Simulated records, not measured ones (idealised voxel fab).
Process module under the name voxel gate over fins
In the cross-section labelled cut, the width is 210 nm and each square cell is 5 nm.
This document writes a cross-section as a grid whose cells are square, and gives it as bands, listed from the top down; one or more rows of cells form a band.
The band entry comprises the height of the band's top followed by the height of its bottom, expressed in nm, and subsequently the band's materials from left to right, each stated together with its width in nm. Where a single material is marked with the word "edge to edge", that material fills the band from edge to edge. The word "empty" represents empty space.
A quick word on heights: they are counted from 0, and under that level the wafer as it came to us is one material throughout. The lowest band is different from the rest in having no bottom; it simply continues downward, written as in "0 and below".
When a width is written as two numbers, as in "30 to 40", the first number is the width in the top row of cells of the band and the second is the width in its bottom row, and the width changes by the same amount from each row to the next.
When a step is marked "nothing changed", none of the cells in the cross-section changed during that step.
Empty spaces without an open route to the top, at least 8 cells in extent, make up the entry "Closed-off voids"; each is given as width x height at distance, where the distance is measured from the left edge, and all are in nm.
The remark found on a step's line after its settings is issued by the simulator itself and pertains to that step.
Among the settings permitted on a step's line is "overlay nm"; applied to a step with a mask, it specifies the extent to which the mask lay to the right of its planned position, whereas a negative figure signifies a position to the left.

Steps in the process plan:
step 1: RECEIVE [material Si]
step 2: CONFORMAL_DEP [material SiN] [thk nm 5]
step 3: DIRECTIONAL_DEP [material aC] [thk nm 10]
step 4: PATTERN [tone cover] [mask id FINS] [material resist] [width nm 15] [pitch nm 35] [thk nm 30] [overlay nm 0]
step 5: DIRECTIONAL_ETCH [etch materials aC] [depth nm 10]
step 6: STRIP [etch materials resist]
step 7: DIRECTIONAL_ETCH [etch materials SiN] [depth nm 5]
step 8: DIRECTIONAL_ETCH [etch materials Si] [depth nm 35]
step 9: STRIP [etch materials aC]
step 10: OXIDIZE [depth nm 5]
step 11: FILL_DEP [material SiO2] [thk nm 15]
step 12: CMP [height nm 5]
step 13: SELECTIVE_ETCH [etch materials SiO2] [depth nm 20]
step 14: STRIP [etch materials SiN]
step 15: CONFORMAL_DEP [material HfO2] [thk nm 5]
step 16: CONFORMAL_DEP [material TiN] [thk nm 5]
step 17: CONFORMAL_DEP [material TiAl] [thk nm 5]
step 18: CONFORMAL_DEP [material TiN] [thk nm 5]
step 19: FILL_DEP [material W] [thk nm 15]
step 20: CMP [height nm 30]
step 21: CONFORMAL_DEP [material SiN] [thk nm 5]

First of two wafers: run as planned:

Delivered wafer in cross-section: state after step 1:
> 0 and below | Si edge to edge
> Closed-off voids: none

Cross-section: wafer state after step 2:
> 5 down to 0 | SiN edge to edge
> Unchanged below 0.

Cross-section: wafer state after step 3:
> 15 down to 5 | aC edge to edge
> Unchanged below 5.

Cross-section: wafer state after step 4:
> 45 down to 15 | 45 nm empty, then 15 nm resist, then 20 nm empty, then 15 nm resist, then 20 nm empty, then 15 nm resist, then 20 nm empty, then 15 nm resist, then 45 nm empty
> Unchanged below 15.

Cross-section: wafer state after step 5:
> 35 down to 15 | 45 nm empty, then 15 nm resist, then 20 nm empty, then 15 nm resist, then 20 nm empty, then 15 nm resist, then 20 nm empty, then 15 nm resist, then 45 nm empty
> 15 down to 5 | 45 nm empty, then 15 nm aC, then 20 nm empty, then 15 nm aC, then 20 nm empty, then 15 nm aC, then 20 nm empty, then 15 nm aC, then 45 nm empty
> Unchanged below 5.

Cross-section: wafer state after step 6:
> 15 down to 5 | 45 nm empty, then 15 nm aC, then 20 nm empty, then 15 nm aC, then 20 nm empty, then 15 nm aC, then 20 nm empty, then 15 nm aC, then 45 nm empty
> Unchanged below 5.

Cross-section: wafer state after step 7:
> 15 down to 5 | 45 nm empty, then 15 nm aC, then 20 nm empty, then 15 nm aC, then 20 nm empty, then 15 nm aC, then 20 nm empty, then 15 nm aC, then 45 nm empty
> 5 down to 0 | 45 nm empty, then 15 nm SiN, then 20 nm empty, then 15 nm SiN, then 20 nm empty, then 15 nm SiN, then 20 nm empty, then 15 nm SiN, then 45 nm empty
> Unchanged below 0.

Cross-section: wafer state after step 8:
> 15 down to 5 | 45 nm empty, then 15 nm aC, then 20 nm empty, then 15 nm aC, then 20 nm empty, then 15 nm aC, then 20 nm empty, then 15 nm aC, then 45 nm empty
> 5 down to 0 | 45 nm empty, then 15 nm SiN, then 20 nm empty, then 15 nm SiN, then 20 nm empty, then 15 nm SiN, then 20 nm empty, then 15 nm SiN, then 45 nm empty
> 0 down to -35 | 45 nm empty, then 15 nm Si, then 20 nm empty, then 15 nm Si, then 20 nm empty, then 15 nm Si, then 20 nm empty, then 15 nm Si, then 45 nm empty
> Unchanged below -35.

Cross-section: wafer state after step 9:
> 5 down to 0 | 45 nm empty, then 15 nm SiN, then 20 nm empty, then 15 nm SiN, then 20 nm empty, then 15 nm SiN, then 20 nm empty, then 15 nm SiN, then 45 nm empty
> Unchanged below 0.

Cross-section: wafer state after step 10:
> 5 down to 0 | 45 nm empty, then 15 nm SiN, then 20 nm empty, then 15 nm SiN, then 20 nm empty, then 15 nm SiN, then 20 nm empty, then 15 nm SiN, then 45 nm empty
> 0 down to -35 | 45 nm empty, then 5 nm SiO2, then 5 nm Si, then 5 nm SiO2, then 20 nm empty, then 5 nm SiO2, then 5 nm Si, then 5 nm SiO2, then 20 nm empty, then 5 nm SiO2, then 5 nm Si, then 5 nm SiO2, then 20 nm empty, then 5 nm SiO2, then 5 nm Si, then 5 nm SiO2, then 45 nm empty
> -35 down to -40 | 50 nm SiO2, then 5 nm Si, then 30 nm SiO2, then 5 nm Si, then 30 nm SiO2, then 5 nm Si, then 30 nm SiO2, then 5 nm Si, then 50 nm SiO2
> Unchanged below -40.

Cross-section: wafer state after step 11:
> 20 down to 5 | SiO2 edge to edge
> 5 down to 0 | 45 nm SiO2, then 15 nm SiN, then 20 nm SiO2, then 15 nm SiN, then 20 nm SiO2, then 15 nm SiN, then 20 nm SiO2, then 15 nm SiN, then 45 nm SiO2
> 0 down to -40 | 50 nm SiO2, then 5 nm Si, then 30 nm SiO2, then 5 nm Si, then 30 nm SiO2, then 5 nm Si, then 30 nm SiO2, then 5 nm Si, then 50 nm SiO2
> Unchanged below -40.

Cross-section: wafer state after step 12:
> 5 down to 0 | 45 nm SiO2, then 15 nm SiN, then 20 nm SiO2, then 15 nm SiN, then 20 nm SiO2, then 15 nm SiN, then 20 nm SiO2, then 15 nm SiN, then 45 nm SiO2
> Unchanged below 0.

Cross-section: wafer state after step 13:
> 5 down to 0 | 45 nm empty, then 15 nm SiN, then 20 nm empty, then 15 nm SiN, then 20 nm empty, then 15 nm SiN, then 20 nm empty, then 15 nm SiN, then 45 nm empty
> 0 down to -15 | 50 nm empty, then 5 nm Si, then 30 nm empty, then 5 nm Si, then 30 nm empty, then 5 nm Si, then 30 nm empty, then 5 nm Si, then 50 nm empty
> Unchanged below -15.

Cross-section: wafer state after step 14:
> 0 down to -15 | 50 nm empty, then 5 nm Si, then 30 nm empty, then 5 nm Si, then 30 nm empty, then 5 nm Si, then 30 nm empty, then 5 nm Si, then 50 nm empty
> Unchanged below -15.

Cross-section: wafer state after step 15:
> 5 down to 0 | 45 nm empty, then 15 nm HfO2, then 20 nm empty, then 15 nm HfO2, then 20 nm empty, then 15 nm HfO2, then 20 nm empty, then 15 nm HfO2, then 45 nm empty
> 0 down to -10 | 45 nm empty, then 5 nm HfO2, then 5 nm Si, then 5 nm HfO2, then 20 nm empty, then 5 nm HfO2, then 5 nm Si, then 5 nm HfO2, then 20 nm empty, then 5 nm HfO2, then 5 nm Si, then 5 nm HfO2, then 20 nm empty, then 5 nm HfO2, then 5 nm Si, then 5 nm HfO2, then 45 nm empty
> -10 down to -15 | 50 nm HfO2, then 5 nm Si, then 30 nm HfO2, then 5 nm Si, then 30 nm HfO2, then 5 nm Si, then 30 nm HfO2, then 5 nm Si, then 50 nm HfO2
> Unchanged below -15.

Cross-section: wafer state after step 16:
> 10 down to 5 | 40 nm empty, then 25 nm TiN, then 10 nm empty, then 25 nm TiN, then 10 nm empty, then 25 nm TiN, then 10 nm empty, then 25 nm TiN, then 40 nm empty
> 5 down to 0 | 40 nm empty, then 5 nm TiN, then 15 nm HfO2, then 5 nm TiN, then 10 nm empty, then 5 nm TiN, then 15 nm HfO2, then 5 nm TiN, then 10 nm empty, then 5 nm TiN, then 15 nm HfO2, then 5 nm TiN, then 10 nm empty, then 5 nm TiN, then 15 nm HfO2, then 5 nm TiN, then 40 nm empty
> 0 down to -5 | 40 nm empty, then 5 nm TiN, then 5 nm HfO2, then 5 nm Si, then 5 nm HfO2, then 5 nm TiN, then 10 nm empty, then 5 nm TiN, then 5 nm HfO2, then 5 nm Si, then 5 nm HfO2, then 5 nm TiN, then 10 nm empty, then 5 nm TiN, then 5 nm HfO2, then 5 nm Si, then 5 nm HfO2, then 5 nm TiN, then 10 nm empty, then 5 nm TiN, then 5 nm HfO2, then 5 nm Si, then 5 nm HfO2, then 5 nm TiN, then 40 nm empty
> -5 down to -10 | 45 nm TiN, then 5 nm HfO2, then 5 nm Si, then 5 nm HfO2, then 20 nm TiN, then 5 nm HfO2, then 5 nm Si, then 5 nm HfO2, then 20 nm TiN, then 5 nm HfO2, then 5 nm Si, then 5 nm HfO2, then 20 nm TiN, then 5 nm HfO2, then 5 nm Si, then 5 nm HfO2, then 45 nm TiN
> Unchanged below -10.

Cross-section: wafer state after step 17:
> 15 down to 10 | 35 nm empty, then 140 nm TiAl, then 35 nm empty
> 10 down to 5 | 35 nm empty, then 5 nm TiAl, then 25 nm TiN, then 10 nm TiAl, then 25 nm TiN, then 10 nm TiAl, then 25 nm TiN, then 10 nm TiAl, then 25 nm TiN, then 5 nm TiAl, then 35 nm empty
> 5 down to 0 | 35 nm empty, then 5 nm TiAl, then 5 nm TiN, then 15 nm HfO2, then 5 nm TiN, then 10 nm TiAl, then 5 nm TiN, then 15 nm HfO2, then 5 nm TiN, then 10 nm TiAl, then 5 nm TiN, then 15 nm HfO2, then 5 nm TiN, then 10 nm TiAl, then 5 nm TiN, then 15 nm HfO2, then 5 nm TiN, then 5 nm TiAl, then 35 nm empty
> 0 down to -5 | 40 nm TiAl, then 5 nm TiN, then 5 nm HfO2, then 5 nm Si, then 5 nm HfO2, then 5 nm TiN, then 10 nm TiAl, then 5 nm TiN, then 5 nm HfO2, then 5 nm Si, then 5 nm HfO2, then 5 nm TiN, then 10 nm TiAl, then 5 nm TiN, then 5 nm HfO2, then 5 nm Si, then 5 nm HfO2, then 5 nm TiN, then 10 nm TiAl, then 5 nm TiN, then 5 nm HfO2, then 5 nm Si, then 5 nm HfO2, then 5 nm TiN, then 40 nm TiAl
> Unchanged below -5.

Cross-section: wafer state after step 18:
> 20 down to 15 | 30 nm empty, then 150 nm TiN, then 30 nm empty
> 15 down to 10 | 30 nm empty, then 5 nm TiN, then 140 nm TiAl, then 5 nm TiN, then 30 nm empty
> 10 down to 5 | 30 nm empty, then 5 nm TiN, then 5 nm TiAl, then 25 nm TiN, then 10 nm TiAl, then 25 nm TiN, then 10 nm TiAl, then 25 nm TiN, then 10 nm TiAl, then 25 nm TiN, then 5 nm TiAl, then 5 nm TiN, then 30 nm empty
> 5 down to 0 | 35 nm TiN, then 5 nm TiAl, then 5 nm TiN, then 15 nm HfO2, then 5 nm TiN, then 10 nm TiAl, then 5 nm TiN, then 15 nm HfO2, then 5 nm TiN, then 10 nm TiAl, then 5 nm TiN, then 15 nm HfO2, then 5 nm TiN, then 10 nm TiAl, then 5 nm TiN, then 15 nm HfO2, then 5 nm TiN, then 5 nm TiAl, then 35 nm TiN
> Unchanged below 0.

Cross-section: wafer state after step 19:
> 35 down to 20 | W edge to edge
> 20 down to 15 | 30 nm W, then 150 nm TiN, then 30 nm W
> 15 down to 10 | 30 nm W, then 5 nm TiN, then 140 nm TiAl, then 5 nm TiN, then 30 nm W
> 10 down to 5 | 30 nm W, then 5 nm TiN, then 5 nm TiAl, then 25 nm TiN, then 10 nm TiAl, then 25 nm TiN, then 10 nm TiAl, then 25 nm TiN, then 10 nm TiAl, then 25 nm TiN, then 5 nm TiAl, then 5 nm TiN, then 30 nm W
> Unchanged below 5.

Cross-section: wafer state after step 20:
> 30 down to 20 | W edge to edge
> Unchanged below 20.

Cross-section: wafer state after step 21:
> 35 down to 30 | SiN edge to edge
> Unchanged below 30.

Wafer two. Identical start, identical plan. One mistake in execution. Identical history through step 3:

Cross-section: second wafer, time at which step 4 was scheduled to end:
> 45 down to 15 | 50 nm empty, then 15 nm resist, then 20 nm empty, then 15 nm resist, then 20 nm empty, then 15 nm resist, then 20 nm empty, then 15 nm resist, then 40 nm empty
> Unchanged below 15.

Cross-section: second wafer, time at which step 5 was scheduled to end:
> 35 down to 15 | 50 nm empty, then 15 nm resist, then 20 nm empty, then 15 nm resist, then 20 nm empty, then 15 nm resist, then 20 nm empty, then 15 nm resist, then 40 nm empty
> 15 down to 5 | 50 nm empty, then 15 nm aC, then 20 nm empty, then 15 nm aC, then 20 nm empty, then 15 nm aC, then 20 nm empty, then 15 nm aC, then 40 nm empty
> Unchanged below 5.

Cross-section: second wafer, time at which step 6 was scheduled to end:
> 15 down to 5 | 50 nm empty, then 15 nm aC, then 20 nm empty, then 15 nm aC, then 20 nm empty, then 15 nm aC, then 20 nm empty, then 15 nm aC, then 40 nm empty
> Unchanged below 5.

Cross-section: second wafer, time at which step 7 was scheduled to end:
> 15 down to 5 | 50 nm empty, then 15 nm aC, then 20 nm empty, then 15 nm aC, then 20 nm empty, then 15 nm aC, then 20 nm empty, then 15 nm aC, then 40 nm empty
> 5 down to 0 | 50 nm empty, then 15 nm SiN, then 20 nm empty, then 15 nm SiN, then 20 nm empty, then 15 nm SiN, then 20 nm empty, then 15 nm SiN, then 40 nm empty
> Unchanged below 0.

Cross-section: second wafer, time at which step 8 was scheduled to end:
> 15 down to 5 | 50 nm empty, then 15 nm aC, then 20 nm empty, then 15 nm aC, then 20 nm empty, then 15 nm aC, then 20 nm empty, then 15 nm aC, then 40 nm empty
> 5 down to 0 | 50 nm empty, then 15 nm SiN, then 20 nm empty, then 15 nm SiN, then 20 nm empty, then 15 nm SiN, then 20 nm empty, then 15 nm SiN, then 40 nm empty
> 0 down to -35 | 50 nm empty, then 15 nm Si, then 20 nm empty, then 15 nm Si, then 20 nm empty, then 15 nm Si, then 20 nm empty, then 15 nm Si, then 40 nm empty
> Unchanged below -35.

Cross-section: second wafer, time at which step 9 was scheduled to end:
> 5 down to 0 | 50 nm empty, then 15 nm SiN, then 20 nm empty, then 15 nm SiN, then 20 nm empty, then 15 nm SiN, then 20 nm empty, then 15 nm SiN, then 40 nm empty
> Unchanged below 0.

Cross-section: second wafer, time at which step 10 was scheduled to end:
> 5 down to 0 | 50 nm empty, then 15 nm SiN, then 20 nm empty, then 15 nm SiN, then 20 nm empty, then 15 nm SiN, then 20 nm empty, then 15 nm SiN, then 40 nm empty
> 0 down to -35 | 50 nm empty, then 5 nm SiO2, then 5 nm Si, then 5 nm SiO2, then 20 nm empty, then 5 nm SiO2, then 5 nm Si, then 5 nm SiO2, then 20 nm empty, then 5 nm SiO2, then 5 nm Si, then 5 nm SiO2, then 20 nm empty, then 5 nm SiO2, then 5 nm Si, then 5 nm SiO2, then 40 nm empty
> -35 down to -40 | 55 nm SiO2, then 5 nm Si, then 30 nm SiO2, then 5 nm Si, then 30 nm SiO2, then 5 nm Si, then 30 nm SiO2, then 5 nm Si, then 45 nm SiO2
> Unchanged below -40.

Cross-section: second wafer, time at which step 11 was scheduled to end:
> 20 down to 5 | SiO2 edge to edge
> 5 down to 0 | 50 nm SiO2, then 15 nm SiN, then 20 nm SiO2, then 15 nm SiN, then 20 nm SiO2, then 15 nm SiN, then 20 nm SiO2, then 15 nm SiN, then 40 nm SiO2
> 0 down to -40 | 55 nm SiO2, then 5 nm Si, then 30 nm SiO2, then 5 nm Si, then 30 nm SiO2, then 5 nm Si, then 30 nm SiO2, then 5 nm Si, then 45 nm SiO2
> Unchanged below -40.

Cross-section: second wafer, time at which step 12 was scheduled to end:
> 5 down to 0 | 50 nm SiO2, then 15 nm SiN, then 20 nm SiO2, then 15 nm SiN, then 20 nm SiO2, then 15 nm SiN, then 20 nm SiO2, then 15 nm SiN, then 40 nm SiO2
> Unchanged below 0.

Cross-section: second wafer, time at which step 13 was scheduled to end:
> 5 down to 0 | 50 nm empty, then 15 nm SiN, then 20 nm empty, then 15 nm SiN, then 20 nm empty, then 15 nm SiN, then 20 nm empty, then 15 nm SiN, then 40 nm empty
> 0 down to -15 | 55 nm empty, then 5 nm Si, then 30 nm empty, then 5 nm Si, then 30 nm empty, then 5 nm Si, then 30 nm empty, then 5 nm Si, then 45 nm empty
> Unchanged below -15.

Cross-section: second wafer, time at which step 14 was scheduled to end:
> 0 down to -15 | 55 nm empty, then 5 nm Si, then 30 nm empty, then 5 nm Si, then 30 nm empty, then 5 nm Si, then 30 nm empty, then 5 nm Si, then 45 nm empty
> Unchanged below -15.

Cross-section: second wafer, time at which step 15 was scheduled to end:
> 5 down to 0 | 50 nm empty, then 15 nm HfO2, then 20 nm empty, then 15 nm HfO2, then 20 nm empty, then 15 nm HfO2, then 20 nm empty, then 15 nm HfO2, then 40 nm empty
> 0 down to -10 | 50 nm empty, then 5 nm HfO2, then 5 nm Si, then 5 nm HfO2, then 20 nm empty, then 5 nm HfO2, then 5 nm Si, then 5 nm HfO2, then 20 nm empty, then 5 nm HfO2, then 5 nm Si, then 5 nm HfO2, then 20 nm empty, then 5 nm HfO2, then 5 nm Si, then 5 nm HfO2, then 40 nm empty
> -10 down to -15 | 55 nm HfO2, then 5 nm Si, then 30 nm HfO2, then 5 nm Si, then 30 nm HfO2, then 5 nm Si, then 30 nm HfO2, then 5 nm Si, then 45 nm HfO2
> Unchanged below -15.

Cross-section: second wafer, time at which step 16 was scheduled to end:
> 10 down to 5 | 45 nm empty, then 25 nm TiN, then 10 nm empty, then 25 nm TiN, then 10 nm empty, then 25 nm TiN, then 10 nm empty, then 25 nm TiN, then 35 nm empty
> 5 down to 0 | 45 nm empty, then 5 nm TiN, then 15 nm HfO2, then 5 nm TiN, then 10 nm empty, then 5 nm TiN, then 15 nm HfO2, then 5 nm TiN, then 10 nm empty, then 5 nm TiN, then 15 nm HfO2, then 5 nm TiN, then 10 nm empty, then 5 nm TiN, then 15 nm HfO2, then 5 nm TiN, then 35 nm empty
> 0 down to -5 | 45 nm empty, then 5 nm TiN, then 5 nm HfO2, then 5 nm Si, then 5 nm HfO2, then 5 nm TiN, then 10 nm empty, then 5 nm TiN, then 5 nm HfO2, then 5 nm Si, then 5 nm HfO2, then 5 nm TiN, then 10 nm empty, then 5 nm TiN, then 5 nm HfO2, then 5 nm Si, then 5 nm HfO2, then 5 nm TiN, then 10 nm empty, then 5 nm TiN, then 5 nm HfO2, then 5 nm Si, then 5 nm HfO2, then 5 nm TiN, then 35 nm empty
> -5 down to -10 | 50 nm TiN, then 5 nm HfO2, then 5 nm Si, then 5 nm HfO2, then 20 nm TiN, then 5 nm HfO2, then 5 nm Si, then 5 nm HfO2, then 20 nm TiN, then 5 nm HfO2, then 5 nm Si, then 5 nm HfO2, then 20 nm TiN, then 5 nm HfO2, then 5 nm Si, then 5 nm HfO2, then 40 nm TiN
> Unchanged below -10.

Cross-section: second wafer, time at which step 17 was scheduled to end:
> 15 down to 10 | 40 nm empty, then 140 nm TiAl, then 30 nm empty
> 10 down to 5 | 40 nm empty, then 5 nm TiAl, then 25 nm TiN, then 10 nm TiAl, then 25 nm TiN, then 10 nm TiAl, then 25 nm TiN, then 10 nm TiAl, then 25 nm TiN, then 5 nm TiAl, then 30 nm empty
> 5 down to 0 | 40 nm empty, then 5 nm TiAl, then 5 nm TiN, then 15 nm HfO2, then 5 nm TiN, then 10 nm TiAl, then 5 nm TiN, then 15 nm HfO2, then 5 nm TiN, then 10 nm TiAl, then 5 nm TiN, then 15 nm HfO2, then 5 nm TiN, then 10 nm TiAl, then 5 nm TiN, then 15 nm HfO2, then 5 nm TiN, then 5 nm TiAl, then 30 nm empty
> 0 down to -5 | 45 nm TiAl, then 5 nm TiN, then 5 nm HfO2, then 5 nm Si, then 5 nm HfO2, then 5 nm TiN, then 10 nm TiAl, then 5 nm TiN, then 5 nm HfO2, then 5 nm Si, then 5 nm HfO2, then 5 nm TiN, then 10 nm TiAl, then 5 nm TiN, then 5 nm HfO2, then 5 nm Si, then 5 nm HfO2, then 5 nm TiN, then 10 nm TiAl, then 5 nm TiN, then 5 nm HfO2, then 5 nm Si, then 5 nm HfO2, then 5 nm TiN, then 35 nm TiAl
> Unchanged below -5.

Cross-section: second wafer, time at which step 18 was scheduled to end:
> 20 down to 15 | 35 nm empty, then 150 nm TiN, then 25 nm empty
> 15 down to 10 | 35 nm empty, then 5 nm TiN, then 140 nm TiAl, then 5 nm TiN, then 25 nm empty
> 10 down to 5 | 35 nm empty, then 5 nm TiN, then 5 nm TiAl, then 25 nm TiN, then 10 nm TiAl, then 25 nm TiN, then 10 nm TiAl, then 25 nm TiN, then 10 nm TiAl, then 25 nm TiN, then 5 nm TiAl, then 5 nm TiN, then 25 nm empty
> 5 down to 0 | 40 nm TiN, then 5 nm TiAl, then 5 nm TiN, then 15 nm HfO2, then 5 nm TiN, then 10 nm TiAl, then 5 nm TiN, then 15 nm HfO2, then 5 nm TiN, then 10 nm TiAl, then 5 nm TiN, then 15 nm HfO2, then 5 nm TiN, then 10 nm TiAl, then 5 nm TiN, then 15 nm HfO2, then 5 nm TiN, then 5 nm TiAl, then 30 nm TiN
> Unchanged below 0.

Cross-section: second wafer, time at which step 19 was scheduled to end:
> 35 down to 20 | W edge to edge
> 20 down to 15 | 35 nm W, then 150 nm TiN, then 25 nm W
> 15 down to 10 | 35 nm W, then 5 nm TiN, then 140 nm TiAl, then 5 nm TiN, then 25 nm W
> 10 down to 5 | 35 nm W, then 5 nm TiN, then 5 nm TiAl, then 25 nm TiN, then 10 nm TiAl, then 25 nm TiN, then 10 nm TiAl, then 25 nm TiN, then 10 nm TiAl, then 25 nm TiN, then 5 nm TiAl, then 5 nm TiN, then 25 nm W
> Unchanged below 5.

Cross-section: second wafer, time at which step 20 was scheduled to end:
> 30 down to 20 | W edge to edge
> Unchanged below 20.

Cross-section: second wafer, time at which step 21 was scheduled to end:
> 35 down to 30 | SiN edge to edge
> Unchanged below 30.
What went wrong in running the wafer? step 4 ran with different settings than intended, the actual operation and settings being PATTERN [tone cover] [mask id FINS] [material resist] [width nm 15] [pitch nm 35] [thk nm 30] [overlay nm 5]
In the final comparison it is observed that the number of cells assigned to each material is identical for the two wafers, whereas their placement is not.
